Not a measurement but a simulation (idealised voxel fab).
Process module name: voxel quadruple lines
Each square cell in cross-section cut measures 5 nm, and the section as a whole is 300 nm wide.
Cross-section = grid of square cells, listed top down in bands; band = one or more rows.
First you get the band's top height and its bottom height, in nm, and then the materials it's made of, left to right, with each width in nm. If you see a single material with "edge to edge", that one covers the band edge to edge. "empty" is empty space.
Heads up on the height convention: 0 is the point under which the incoming wafer is all one material, and the lowest band has no bottom, it just keeps going down, like "0 -> down".
A two-number width, for instance "30 to 40", indicates that the width is equal to the first number in the top row of the band and to the second number in the bottom row, and that it changes by a constant amount per row of cells.
You'll sometimes find "all unchanged" written for a step, and that's the way of saying that nowhere in the cross-section did a cell change during that step.
Closed-off voids of 8+ cells (no open route to the top) go in "Catalogued sealed voids", written width x height at distance from the left edge, in nm.
Heads up: the bit after the settings on a step's line is the simulator's remark on that step.
Regarding "overlay nm": on a step with a mask, it is the distance the mask lay to the right of its planned place; a negative value places it to the left.

Steps in the process plan:
1) RECEIVE (material Si)
2) CONFORMAL_DEP (material Al2O3; thk nm 10)
3) DIRECTIONAL_DEP (material W; thk nm 10)
4) DIRECTIONAL_DEP (material polySi; thk nm 20)
5) DIRECTIONAL_DEP (material aC; thk nm 25)
6) PATTERN (tone cover; mask id MANDREL; material resist; width nm 15; pitch nm 80; thk nm 35; overlay nm 0)
7) DIRECTIONAL_ETCH (etch materials aC; depth nm 25)
8) STRIP (etch materials resist)
9) CONFORMAL_DEP (material SiO2; thk nm 15)
10) DIRECTIONAL_ETCH (etch materials SiO2; depth nm 15)
11) STRIP (etch materials aC)
12) DIRECTIONAL_ETCH (etch materials polySi; depth nm 20)
13) STRIP (etch materials SiO2)
14) CONFORMAL_DEP (material SiN; thk nm 5)
15) DIRECTIONAL_ETCH (etch materials SiN; depth nm 5)
16) STRIP (etch materials polySi)
17) DIRECTIONAL_ETCH (etch materials W; depth nm 10)
18) STRIP (etch materials SiN)
19) FILL_DEP (material lowk; thk nm 10)
20) CMP (height nm 20)
The plan shows the width nm of step 6 as the first wafer had it; this setting differs between the wafers, which start out alike.

As-received state after step 1, first of several wafers, cross-section:
* 0 -> down = Si edge to edge
* Catalogued sealed voids: none

Row per wafer, end-of-module: cell gain (+)/loss (-) by material since the wafer came in, then closed voids:
width nm 15; +120 Al2O3; +16 W; +104 lowk; Catalogued sealed voids: none
width nm 20; +120 Al2O3; +16 W; +104 lowk; Catalogued sealed voids: none
width nm 25; +120 Al2O3; +16 W; +104 lowk; Catalogued sealed voids: none
width nm 30; +120 Al2O3; +16 W; +104 lowk; Catalogued sealed voids: none
width nm 35; +120 Al2O3; +16 W; +104 lowk; Catalogued sealed voids: none
width nm 40; +120 Al2O3; +16 W; +104 lowk; Catalogued sealed voids: none
